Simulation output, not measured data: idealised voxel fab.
Process module heading - voxel wiring stack
The cross-section on display is named cut; it measures 200 nm wide, and its cells are 5 nm squares.
A cross-section in this document is a grid of square cells, and it is written down as bands, the top band listed before the ones below it; a band is made up of one or more rows of cells.
Heights first: top, then bottom, in nm. Then materials, left to right, each with a width in nm. "everywhere" on a single material: fills the band edge to edge. "empty": empty space.
Heights from 0 (as-received wafer is one material below). Bottom band endless downward, as "0..down".
The width entry "30 to 40" should be interpreted row by row: the top row of cells in the band takes the first number, the bottom row takes the second number, and the change between adjacent rows is uniform throughout.
It should be understood that the words "no change occurred", when stated for a given step, signify that the cross-section underwent no change in any of its cells during that step.
Heads up: "Unvented cavities" only lists the empty pockets with no open path to the top that are 8 cells or more, and it writes them as width x height at distance, distance from the left edge, in nm.
Formally, on a step line, whatever follows the settings is a remark that the simulator itself makes on the step.
"overlay nm", when on a step's line for a step with a mask, measures how far to the right of its planned place the mask lay; a negative measure means to the left.
[The steps planned for the process are as follows]
1. RECEIVE, material Si
2. CONFORMAL_DEP, material SiO2, thk nm 15
3. CONFORMAL_DEP, material SiN, thk nm 5
4. DIRECTIONAL_DEP, material lowk, thk nm 25
5. DIRECTIONAL_DEP, material aC, thk nm 10
6. PATTERN, tone open, mask id METAL_1, material resist, width nm 25, pitch nm 45, thk nm 30, overlay nm 0
7. DIRECTIONAL_ETCH, etch materials aC, depth nm 10
8. STRIP, etch materials resist
9. DIRECTIONAL_ETCH, etch materials lowk, depth nm 25
10. DIRECTIONAL_ETCH, etch materials SiN, depth nm 5
11. STRIP, etch materials aC
12. CONFORMAL_DEP, material TiN, thk nm 5
13. FILL_DEP, material Ru, thk nm 5
14. CMP, height nm 45
15. CONFORMAL_DEP, material SiCN, thk nm 5
16. DIRECTIONAL_DEP, material SiO2, thk nm 15
17. MASKED_ETCH, tone open, mask id PLUG_1, width nm 15, pitch nm 45, etch materials SiO2, depth nm 15, overlay nm 0
18. MASKED_ETCH, tone open, mask id PLUG_1, width nm 15, pitch nm 45, etch materials SiCN, depth nm 5, overlay nm 0
19. EPI, material Ru, thk nm 10
20. EPI, material Ru, thk nm 10
21. CONFORMAL_DEP, material SiN, thk nm 5
22. DIRECTIONAL_DEP, material lowk, thk nm 20
23. MASKED_ETCH, tone open, mask id METAL_2, width nm 25, pitch nm 45, etch materials lowk, depth nm 20, overlay nm 0
24. MASKED_ETCH, tone open, mask id METAL_2, width nm 25, pitch nm 45, etch materials SiN, depth nm 5, overlay nm 0
25. CONFORMAL_DEP, material TiN, thk nm 5
26. FILL_DEP, material Ru, thk nm 10
27. CMP, height nm 90
28. CONFORMAL_DEP, material SiCN, thk nm 5
29. DIRECTIONAL_DEP, material SiO2, thk nm 10
30. MASKED_ETCH, tone open, mask id PLUG_2, width nm 15, etch materials SiO2, depth nm 10, overlay nm 0
31. MASKED_ETCH, tone open, mask id PLUG_2, width nm 15, etch materials SiCN, depth nm 5, overlay nm 0
32. EPI, material Ru, thk nm 10
33. EPI, material Ru, thk nm 5
34. CONFORMAL_DEP, material SiN, thk nm 5
35. DIRECTIONAL_DEP, material lowk, thk nm 20
36. DIRECTIONAL_DEP, material aC, thk nm 15
37. PATTERN, tone open, mask id METAL_3, material resist, width nm 25, pitch nm 45, thk nm 30, overlay nm 0
38. DIRECTIONAL_ETCH, etch materials aC, depth nm 15
39. STRIP, etch materials resist
40. DIRECTIONAL_ETCH, etch materials lowk, depth nm 20
41. DIRECTIONAL_ETCH, etch materials SiN, depth nm 5
42. STRIP, etch materials aC
43. CONFORMAL_DEP, material TiN, thk nm 5
44. FILL_DEP, material Ru, thk nm 5
45. CMP, height nm 130
46. CONFORMAL_DEP, material SiCN, thk nm 5
[Of two wafers, the first: run according to plan]
[as received, after step 1]
> 0..down = Si everywhere
> Unvented cavities: none
[After step 2, in cross-section]
> 15..0 = SiO2 everywhere
> Under 0: no change, same as before.
[After step 3, in cross-section]
> 20..15 = SiN everywhere
> Under 15: no change, same as before.
[After step 4, in cross-section]
> 45..20 = lowk everywhere
> Under 20: no change, same as before.
[After step 5, in cross-section]
> 55..45 = aC everywhere
> Under 45: no change, same as before.
[After step 6, in cross-section]
> 85..55 = 65 of resist / 25 of empty / 20 of resist / 25 of empty / 65 of resist
> Under 55: no change, same as before.
[After step 7, in cross-section]
> 75..55 = 65 of resist / 25 of empty / 20 of resist / 25 of empty / 65 of resist
> 55..45 = 65 of aC / 25 of empty / 20 of aC / 25 of empty / 65 of aC
> Under 45: no change, same as before.
[After step 8, in cross-section]
> 55..45 = 65 of aC / 25 of empty / 20 of aC / 25 of empty / 65 of aC
> Under 45: no change, same as before.
[After step 9, in cross-section]
> 55..45 = 65 of aC / 25 of empty / 20 of aC / 25 of empty / 65 of aC
> 45..20 = 65 of lowk / 25 of empty / 20 of lowk / 25 of empty / 65 of lowk
> Under 20: no change, same as before.
[After step 10, in cross-section]
> 55..45 = 65 of aC / 25 of empty / 20 of aC / 25 of empty / 65 of aC
> 45..20 = 65 of lowk / 25 of empty / 20 of lowk / 25 of empty / 65 of lowk
> 20..15 = 65 of SiN / 25 of empty / 20 of SiN / 25 of empty / 65 of SiN
> Under 15: no change, same as before.
[After step 11, in cross-section]
> 45..20 = 65 of lowk / 25 of empty / 20 of lowk / 25 of empty / 65 of lowk
> Under 20: no change, same as before.
[After step 12, in cross-section]
> 50..45 = 70 of TiN / 15 of empty / 30 of TiN / 15 of empty / 70 of TiN
> 45..20 = 65 of lowk / 5 of TiN / 15 of empty / 5 of TiN / 20 of lowk / 5 of TiN / 15 of empty / 5 of TiN / 65 of lowk
> 20..15 = 65 of SiN / 25 of TiN / 20 of SiN / 25 of TiN / 65 of SiN
> Under 15: no change, same as before.
[After step 13, in cross-section]
> 55..50 = Ru everywhere
> 50..45 = 70 of TiN / 15 of Ru / 30 of TiN / 15 of Ru / 70 of TiN
> 45..20 = 65 of lowk / 5 of TiN / 15 of Ru / 5 of TiN / 20 of lowk / 5 of TiN / 15 of Ru / 5 of TiN / 65 of lowk
> Under 20: no change, same as before.
[After step 14, in cross-section]
> 45..20 = 65 of lowk / 5 of TiN / 15 of Ru / 5 of TiN / 20 of lowk / 5 of TiN / 15 of Ru / 5 of TiN / 65 of lowk
> Under 20: no change, same as before.
[After step 15, in cross-section]
> 50..45 = SiCN everywhere
> Under 45: no change, same as before.
[After step 16, in cross-section]
> 65..50 = SiO2 everywhere
> Under 50: no change, same as before.
[After step 17, in cross-section]
> 65..50 = 65 of SiO2 / 15 of empty / 30 of SiO2 / 15 of empty / 75 of SiO2
> Under 50: no change, same as before.
[After step 18, in cross-section]
> 65..50 = 65 of SiO2 / 15 of empty / 30 of SiO2 / 15 of empty / 75 of SiO2
> 50..45 = 65 of SiCN / 15 of empty / 30 of SiCN / 15 of empty / 75 of SiCN
> Under 45: no change, same as before.
[After step 19, in cross-section]
> 65..55 = 65 of SiO2 / 15 of empty / 30 of SiO2 / 15 of empty / 75 of SiO2
> 55..50 = 65 of SiO2 / 15 of Ru / 30 of SiO2 / 15 of Ru / 75 of SiO2
> 50..45 = 65 of SiCN / 15 of Ru / 30 of SiCN / 15 of Ru / 75 of SiCN
> Under 45: no change, same as before.
[After step 20, in cross-section]
> 65..50 = 65 of SiO2 / 15 of Ru / 30 of SiO2 / 15 of Ru / 75 of SiO2
> Under 50: no change, same as before.
[After step 21, in cross-section]
> 70..65 = SiN everywhere
> Under 65: no change, same as before.
[After step 22, in cross-section]
> 90..70 = lowk everywhere
> Under 70: no change, same as before.
[After step 23, in cross-section]
> 90..70 = 65 of lowk / 25 of empty / 20 of lowk / 25 of empty / 65 of lowk
> Under 70: no change, same as before.
[After step 24, in cross-section]
> 90..70 = 65 of lowk / 25 of empty / 20 of lowk / 25 of empty / 65 of lowk
> 70..65 = 65 of SiN / 25 of empty / 20 of SiN / 25 of empty / 65 of SiN
> Under 65: no change, same as before.
[After step 25, in cross-section]
> 95..90 = 70 of TiN / 15 of empty / 30 of TiN / 15 of empty / 70 of TiN
> 90..70 = 65 of lowk / 5 of TiN / 15 of empty / 5 of TiN / 20 of lowk / 5 of TiN / 15 of empty / 5 of TiN / 65 of lowk
> 70..65 = 65 of SiN / 25 of TiN / 20 of SiN / 25 of TiN / 65 of SiN
> Under 65: no change, same as before.
[After step 26, in cross-section]
> 105..95 = Ru everywhere
> 95..90 = 70 of TiN / 15 of Ru / 30 of TiN / 15 of Ru / 70 of TiN
> 90..70 = 65 of lowk / 5 of TiN / 15 of Ru / 5 of TiN / 20 of lowk / 5 of TiN / 15 of Ru / 5 of TiN / 65 of lowk
> Under 70: no change, same as before.
[After step 27, in cross-section]
> 90..70 = 65 of lowk / 5 of TiN / 15 of Ru / 5 of TiN / 20 of lowk / 5 of TiN / 15 of Ru / 5 of TiN / 65 of lowk
> Under 70: no change, same as before.
[After step 28, in cross-section]
> 95..90 = SiCN everywhere
> Under 90: no change, same as before.
[After step 29, in cross-section]
> 105..95 = SiO2 everywhere
> Under 95: no change, same as before.
[After step 30, in cross-section]
> 105..95 = 65 of SiO2 / 15 of empty / 120 of SiO2
> Under 95: no change, same as before.
[After step 31, in cross-section]
> 105..95 = 65 of SiO2 / 15 of empty / 120 of SiO2
> 95..90 = 65 of SiCN / 15 of empty / 120 of SiCN
> Under 90: no change, same as before.
[After step 32, in cross-section]
> 105..100 = 65 of SiO2 / 15 of empty / 120 of SiO2
> 100..95 = 65 of SiO2 / 15 of Ru / 120 of SiO2
> 95..90 = 65 of SiCN / 15 of Ru / 120 of SiCN
> Under 90: no change, same as before.
[After step 33, in cross-section]
> 105..95 = 65 of SiO2 / 15 of Ru / 120 of SiO2
> Under 95: no change, same as before.
[After step 34, in cross-section]
> 110..105 = SiN everywhere
> Under 105: no change, same as before.
[After step 35, in cross-section]
> 130..110 = lowk everywhere
> Under 110: no change, same as before.
[After step 36, in cross-section]
> 145..130 = aC everywhere
> Under 130: no change, same as before.
[After step 37, in cross-section]
> 175..145 = 65 of resist / 25 of empty / 20 of resist / 25 of empty / 65 of resist
> Under 145: no change, same as before.
[After step 38, in cross-section]
> 160..145 = 65 of resist / 25 of empty / 20 of resist / 25 of empty / 65 of resist
> 145..130 = 65 of aC / 25 of empty / 20 of aC / 25 of empty / 65 of aC
> Under 130: no change, same as before.
[After step 39, in cross-section]
> 145..130 = 65 of aC / 25 of empty / 20 of aC / 25 of empty / 65 of aC
> Under 130: no change, same as before.
[After step 40, in cross-section]
> 145..130 = 65 of aC / 25 of empty / 20 of aC / 25 of empty / 65 of aC
> 130..110 = 65 of lowk / 25 of empty / 20 of lowk / 25 of empty / 65 of lowk
> Under 110: no change, same as before.
[After step 41, in cross-section]
> 145..130 = 65 of aC / 25 of empty / 20 of aC / 25 of empty / 65 of aC
> 130..110 = 65 of lowk / 25 of empty / 20 of lowk / 25 of empty / 65 of lowk
> 110..105 = 65 of SiN / 25 of empty / 20 of SiN / 25 of empty / 65 of SiN
> Under 105: no change, same as before.
[After step 42, in cross-section]
> 130..110 = 65 of lowk / 25 of empty / 20 of lowk / 25 of empty / 65 of lowk
> Under 110: no change, same as before.
[After step 43, in cross-section]
> 135..130 = 70 of TiN / 15 of empty / 30 of TiN / 15 of empty / 70 of TiN
> 130..110 = 65 of lowk / 5 of TiN / 15 of empty / 5 of TiN / 20 of lowk / 5 of TiN / 15 of empty / 5 of TiN / 65 of lowk
> 110..105 = 65 of SiN / 25 of TiN / 20 of SiN / 25 of TiN / 65 of SiN
> Under 105: no change, same as before.
[After step 44, in cross-section]
> 140..135 = Ru everywhere
> 135..130 = 70 of TiN / 15 of Ru / 30 of TiN / 15 of Ru / 70 of TiN
> 130..110 = 65 of lowk / 5 of TiN / 15 of Ru / 5 of TiN / 20 of lowk / 5 of TiN / 15 of Ru / 5 of TiN / 65 of lowk
> Under 110: no change, same as before.
[After step 45, in cross-section]
> 130..110 = 65 of lowk / 5 of TiN / 15 of Ru / 5 of TiN / 20 of lowk / 5 of TiN / 15 of Ru / 5 of TiN / 65 of lowk
> Under 110: no change, same as before.
[After step 46, in cross-section]
> 135..130 = SiCN everywhere
> Under 130: no change, same as before.
[Here the second wafer is described. Its start and its plan were those of the first wafer. Its run contained one mistake. Up to and including step 24, it did exactly what the first wafer did]
[Second wafer: cross-section at the scheduled end of step 25]
> 95..90 = 70 of SiCN / 15 of empty / 30 of SiCN / 15 of empty / 70 of SiCN
> 90..70 = 65 of lowk / 5 of SiCN / 15 of empty / 5 of SiCN / 20 of lowk / 5 of SiCN / 15 of empty / 5 of SiCN / 65 of lowk
> 70..65 = 65 of SiN / 25 of SiCN / 20 of SiN / 25 of SiCN / 65 of SiN
> Under 65: no change, same as before.
[Second wafer: cross-section at the scheduled end of step 26]
> 105..95 = Ru everywhere
> 95..90 = 70 of SiCN / 15 of Ru / 30 of SiCN / 15 of Ru / 70 of SiCN
> 90..70 = 65 of lowk / 5 of SiCN / 15 of Ru / 5 of SiCN / 20 of lowk / 5 of SiCN / 15 of Ru / 5 of SiCN / 65 of lowk
> Under 70: no change, same as before.
[Second wafer: cross-section at the scheduled end of step 27]
> 90..70 = 65 of lowk / 5 of SiCN / 15 of Ru / 5 of SiCN / 20 of lowk / 5 of SiCN / 15 of Ru / 5 of SiCN / 65 of lowk
> Under 70: no change, same as before.
[Second wafer: cross-section at the scheduled end of step 28]
> 95..90 = SiCN everywhere
> Under 90: no change, same as before.
[Second wafer: cross-section at the scheduled end of step 29]
> 105..95 = SiO2 everywhere
> Under 95: no change, same as before.
[Second wafer: cross-section at the scheduled end of step 30]
> 105..95 = 65 of SiO2 / 15 of empty / 120 of SiO2
> Under 95: no change, same as before.
[Second wafer: cross-section at the scheduled end of step 31]
> 105..95 = 65 of SiO2 / 15 of empty / 120 of SiO2
> 95..90 = 65 of SiCN / 15 of empty / 120 of SiCN
> Under 90: no change, same as before.
[Second wafer: cross-section at the scheduled end of step 32]
> 105..100 = 65 of SiO2 / 15 of empty / 120 of SiO2
> 100..95 = 65 of SiO2 / 15 of Ru / 120 of SiO2
> 95..90 = 65 of SiCN / 15 of Ru / 120 of SiCN
> Under 90: no change, same as before.
[Second wafer: cross-section at the scheduled end of step 33]
> 105..95 = 65 of SiO2 / 15 of Ru / 120 of SiO2
> Under 95: no change, same as before.
[Second wafer: cross-section at the scheduled end of step 34]
> 110..105 = SiN everywhere
> Under 105: no change, same as before.
[Second wafer: cross-section at the scheduled end of step 35]
> 130..110 = lowk everywhere
> Under 110: no change, same as before.
[Second wafer: cross-section at the scheduled end of step 36]
> 145..130 = aC everywhere
> Under 130: no change, same as before.
[Second wafer: cross-section at the scheduled end of step 37]
> 175..145 = 65 of resist / 25 of empty / 20 of resist / 25 of empty / 65 of resist
> Under 145: no change, same as before.
[Second wafer: cross-section at the scheduled end of step 38]
> 160..145 = 65 of resist / 25 of empty / 20 of resist / 25 of empty / 65 of resist
> 145..130 = 65 of aC / 25 of empty / 20 of aC / 25 of empty / 65 of aC
> Under 130: no change, same as before.
[Second wafer: cross-section at the scheduled end of step 39]
> 145..130 = 65 of aC / 25 of empty / 20 of aC / 25 of empty / 65 of aC
> Under 130: no change, same as before.
[Second wafer: cross-section at the scheduled end of step 40]
> 145..130 = 65 of aC / 25 of empty / 20 of aC / 25 of empty / 65 of aC
> 130..110 = 65 of lowk / 25 of empty / 20 of lowk / 25 of empty / 65 of lowk
> Under 110: no change, same as before.
[Second wafer: cross-section at the scheduled end of step 41]
> 145..130 = 65 of aC / 25 of empty / 20 of aC / 25 of empty / 65 of aC
> 130..110 = 65 of lowk / 25 of empty / 20 of lowk / 25 of empty / 65 of lowk
> 110..105 = 65 of SiN / 25 of empty / 20 of SiN / 25 of empty / 65 of SiN
> Under 105: no change, same as before.
[Second wafer: cross-section at the scheduled end of step 42]
> 130..110 = 65 of lowk / 25 of empty / 20 of lowk / 25 of empty / 65 of lowk
> Under 110: no change, same as before.
[Second wafer: cross-section at the scheduled end of step 43]
> 135..130 = 70 of TiN / 15 of empty / 30 of TiN / 15 of empty / 70 of TiN
> 130..110 = 65 of lowk / 5 of TiN / 15 of empty / 5 of TiN / 20 of lowk / 5 of TiN / 15 of empty / 5 of TiN / 65 of lowk
> 110..105 = 65 of SiN / 25 of TiN / 20 of SiN / 25 of TiN / 65 of SiN
> Under 105: no change, same as before.
[Second wafer: cross-section at the scheduled end of step 44]
> 140..135 = Ru everywhere
> 135..130 = 70 of TiN / 15 of Ru / 30 of TiN / 15 of Ru / 70 of TiN
> 130..110 = 65 of lowk / 5 of TiN / 15 of Ru / 5 of TiN / 20 of lowk / 5 of TiN / 15 of Ru / 5 of TiN / 65 of lowk
> Under 110: no change, same as before.
[Second wafer: cross-section at the scheduled end of step 45]
> 130..110 = 65 of lowk / 5 of TiN / 15 of Ru / 5 of TiN / 20 of lowk / 5 of TiN / 15 of Ru / 5 of TiN / 65 of lowk
> Under 110: no change, same as before.
[Second wafer: cross-section at the scheduled end of step 46]
> 135..130 = SiCN everywhere
> Under 130: no change, same as before.
Want to know what went wrong? step 25, actual vs plan mismatch, actual run CONFORMAL_DEP, material SiCN, thk nm 5
Per the end-of-run cell counts, the second wafer holds more or fewer of some materials than the first: SiCN: 26 more | TiN: 26 fewer
